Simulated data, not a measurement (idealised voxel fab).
This section sets out a process module, namely voxel fin reveal.
It is cross-section cut that appears here, measuring 245 nm in width, its square cells being 5 nm in size.
Notation: cross-section as square-cell grid; stated in bands, top first, going down; one or more cell rows per band. Top, bottom (nm), then materials left to right with widths (nm); lone material tagged "all across" fills the whole band edge to edge; "empty" = empty space. We count height from 0. Below that, the starting wafer is all one material. The lowest band never ends at the bottom but goes on down; see "0 and below" for how that is written. You'd read "30->40" like this: the band's top row of cells is as wide as the first number, its bottom row is as wide as the second, and going down, every row changes width by the same amount as the row before did. Reading "no alterations made" for a step: not a cell of the cross-section changed in it. This entry, "Unvented voids", enumerates those empty regions of no fewer than 8 cells that possess no open connection to the top. Each region is reported in the form width x height at distance, the distance being taken from the left edge, with all three quantities expressed in nm. Read whatever lies past the settings on a step's line as the simulator's own remark about the step. overlay nm, on a step with a mask: how far to the right of its planned place the mask lay; to the left if negative.

**Process steps foreseen in the plan**
1. RECEIVE [material Si]
2. CONFORMAL_DEP [material SiN] [thk nm 10]
3. PATTERN [tone cover] [mask id FINS] [material resist] [width nm 15] [pitch nm 45] [thk nm 15] [overlay nm 0]
4. DIRECTIONAL_ETCH [etch materials SiN] [depth nm 10]
5. DIRECTIONAL_ETCH [etch materials Si] [depth nm 35]
6. STRIP [etch materials resist]
7. OXIDIZE [depth nm 5]
8. FILL_DEP [material SiO2] [thk nm 5]
9. CMP [height nm 10]
10. SELECTIVE_ETCH [etch materials SiO2] [depth nm 25]
11. STRIP [etch materials SiN]
12. CONFORMAL_DEP [material SiO2] [thk nm 5]

**Run as planned: first of two wafers**

**Wafer cross-section on receipt, i.e. after step 1**
* 0 and below | Si all across
* Unvented voids: none

**after step 2**
* 10 down to 0 | SiN all across
* At heights below 0, the structure remains unaltered.

**after step 3**
* 25 down to 10 | empty=45, resist=15, empty=30, resist=15, empty=30, resist=15, empty=30, resist=15, empty=50
* At heights below 10, the structure remains unaltered.

**after step 4**
* 25 down to 10 | empty=45, resist=15, empty=30, resist=15, empty=30, resist=15, empty=30, resist=15, empty=50
* 10 down to 0 | empty=45, SiN=15, empty=30, SiN=15, empty=30, SiN=15, empty=30, SiN=15, empty=50
* At heights below 0, the structure remains unaltered.

**after step 5**
* 25 down to 10 | empty=45, resist=15, empty=30, resist=15, empty=30, resist=15, empty=30, resist=15, empty=50
* 10 down to 0 | empty=45, SiN=15, empty=30, SiN=15, empty=30, SiN=15, empty=30, SiN=15, empty=50
* 0 down to -35 | empty=45, Si=15, empty=30, Si=15, empty=30, Si=15, empty=30, Si=15, empty=50
* At heights below -35, the structure remains unaltered.

**after step 6**
* 10 down to 0 | empty=45, SiN=15, empty=30, SiN=15, empty=30, SiN=15, empty=30, SiN=15, empty=50
* At heights below 0, the structure remains unaltered.

**after step 7**
* 10 down to 0 | empty=45, SiN=15, empty=30, SiN=15, empty=30, SiN=15, empty=30, SiN=15, empty=50
* 0 down to -35 | empty=45, SiO2=5, Si=5, SiO2=5, empty=30, SiO2=5, Si=5, SiO2=5, empty=30, SiO2=5, Si=5, SiO2=5, empty=30, SiO2=5, Si=5, SiO2=5, empty=50
* -35 down to -40 | SiO2=50, Si=5, SiO2=40, Si=5, SiO2=40, Si=5, SiO2=40, Si=5, SiO2=55
* At heights below -40, the structure remains unaltered.

**after step 8**
* 15 down to 10 | SiO2 all across
* 10 down to 0 | SiO2=45, SiN=15, SiO2=30, SiN=15, SiO2=30, SiN=15, SiO2=30, SiN=15, SiO2=50
* 0 down to -40 | SiO2=50, Si=5, SiO2=40, Si=5, SiO2=40, Si=5, SiO2=40, Si=5, SiO2=55
* At heights below -40, the structure remains unaltered.

**after step 9**
* 10 down to 0 | SiO2=45, SiN=15, SiO2=30, SiN=15, SiO2=30, SiN=15, SiO2=30, SiN=15, SiO2=50
* At heights below 0, the structure remains unaltered.

**after step 10**
* 10 down to 0 | empty=45, SiN=15, empty=30, SiN=15, empty=30, SiN=15, empty=30, SiN=15, empty=50
* 0 down to -15 | empty=50, Si=5, empty=40, Si=5, empty=40, Si=5, empty=40, Si=5, empty=55
* At heights below -15, the structure remains unaltered.

**after step 11**
* 0 down to -15 | empty=50, Si=5, empty=40, Si=5, empty=40, Si=5, empty=40, Si=5, empty=55
* At heights below -15, the structure remains unaltered.

**after step 12**
* 5 down to 0 | empty=45, SiO2=15, empty=30, SiO2=15, empty=30, SiO2=15, empty=30, SiO2=15, empty=50
* 0 down to -10 | empty=45, SiO2=5, Si=5, SiO2=5, empty=30, SiO2=5, Si=5, SiO2=5, empty=30, SiO2=5, Si=5, SiO2=5, empty=30, SiO2=5, Si=5, SiO2=5, empty=50
* -10 down to -40 | SiO2=50, Si=5, SiO2=40, Si=5, SiO2=40, Si=5, SiO2=40, Si=5, SiO2=55
* At heights below -40, the structure remains unaltered.

**Now the other wafer: same start, same recipe, but we messed up one thing when running it. Up to and including step 2 it's the same as the first one**

**Cross-section: second wafer, time at which step 3 was scheduled to end**
* 25 down to 10 | empty=40, resist=25, empty=20, resist=25, empty=20, resist=25, empty=20, resist=25, empty=45
* At heights below 10, the structure remains unaltered.

**Cross-section: second wafer, time at which step 4 was scheduled to end**
* 25 down to 10 | empty=40, resist=25, empty=20, resist=25, empty=20, resist=25, empty=20, resist=25, empty=45
* 10 down to 0 | empty=40, SiN=25, empty=20, SiN=25, empty=20, SiN=25, empty=20, SiN=25, empty=45
* At heights below 0, the structure remains unaltered.

**Cross-section: second wafer, time at which step 5 was scheduled to end**
* 25 down to 10 | empty=40, resist=25, empty=20, resist=25, empty=20, resist=25, empty=20, resist=25, empty=45
* 10 down to 0 | empty=40, SiN=25, empty=20, SiN=25, empty=20, SiN=25, empty=20, SiN=25, empty=45
* 0 down to -35 | empty=40, Si=25, empty=20, Si=25, empty=20, Si=25, empty=20, Si=25, empty=45
* At heights below -35, the structure remains unaltered.

**Cross-section: second wafer, time at which step 6 was scheduled to end**
* 10 down to 0 | empty=40, SiN=25, empty=20, SiN=25, empty=20, SiN=25, empty=20, SiN=25, empty=45
* At heights below 0, the structure remains unaltered.

**Cross-section: second wafer, time at which step 7 was scheduled to end**
* 10 down to 0 | empty=40, SiN=25, empty=20, SiN=25, empty=20, SiN=25, empty=20, SiN=25, empty=45
* 0 down to -35 | empty=40, SiO2=5, Si=15, SiO2=5, empty=20, SiO2=5, Si=15, SiO2=5, empty=20, SiO2=5, Si=15, SiO2=5, empty=20, SiO2=5, Si=15, SiO2=5, empty=45
* -35 down to -40 | SiO2=45, Si=15, SiO2=30, Si=15, SiO2=30, Si=15, SiO2=30, Si=15, SiO2=50
* At heights below -40, the structure remains unaltered.

**Cross-section: second wafer, time at which step 8 was scheduled to end**
* 15 down to 10 | SiO2 all across
* 10 down to 0 | SiO2=40, SiN=25, SiO2=20, SiN=25, SiO2=20, SiN=25, SiO2=20, SiN=25, SiO2=45
* 0 down to -40 | SiO2=45, Si=15, SiO2=30, Si=15, SiO2=30, Si=15, SiO2=30, Si=15, SiO2=50
* At heights below -40, the structure remains unaltered.

**Cross-section: second wafer, time at which step 9 was scheduled to end**
* 10 down to 0 | SiO2=40, SiN=25, SiO2=20, SiN=25, SiO2=20, SiN=25, SiO2=20, SiN=25, SiO2=45
* At heights below 0, the structure remains unaltered.

**Cross-section: second wafer, time at which step 10 was scheduled to end**
* 10 down to 0 | empty=40, SiN=25, empty=20, SiN=25, empty=20, SiN=25, empty=20, SiN=25, empty=45
* 0 down to -15 | empty=45, Si=15, empty=30, Si=15, empty=30, Si=15, empty=30, Si=15, empty=50
* At heights below -15, the structure remains unaltered.

**Cross-section: second wafer, time at which step 11 was scheduled to end**
* 0 down to -15 | empty=45, Si=15, empty=30, Si=15, empty=30, Si=15, empty=30, Si=15, empty=50
* At heights below -15, the structure remains unaltered.

**Cross-section: second wafer, time at which step 12 was scheduled to end**
* 5 down to 0 | empty=40, SiO2=25, empty=20, SiO2=25, empty=20, SiO2=25, empty=20, SiO2=25, empty=45
* 0 down to -10 | empty=40, SiO2=5, Si=15, SiO2=5, empty=20, SiO2=5, Si=15, SiO2=5, empty=20, SiO2=5, Si=15, SiO2=5, empty=20, SiO2=5, Si=15, SiO2=5, empty=45
* -10 down to -40 | SiO2=45, Si=15, SiO2=30, Si=15, SiO2=30, Si=15, SiO2=30, Si=15, SiO2=50
* At heights below -40, the structure remains unaltered.
Finding, execution versus plan: step 3 ran as: PATTERN [tone cover] [mask id FINS] [material resist] [width nm 25] [pitch nm 45] [thk nm 15] [overlay nm 0]
Wafer comparison, final, in cells, second relative to first, materials more or fewer: 64 more of Si | 40 fewer of SiO2
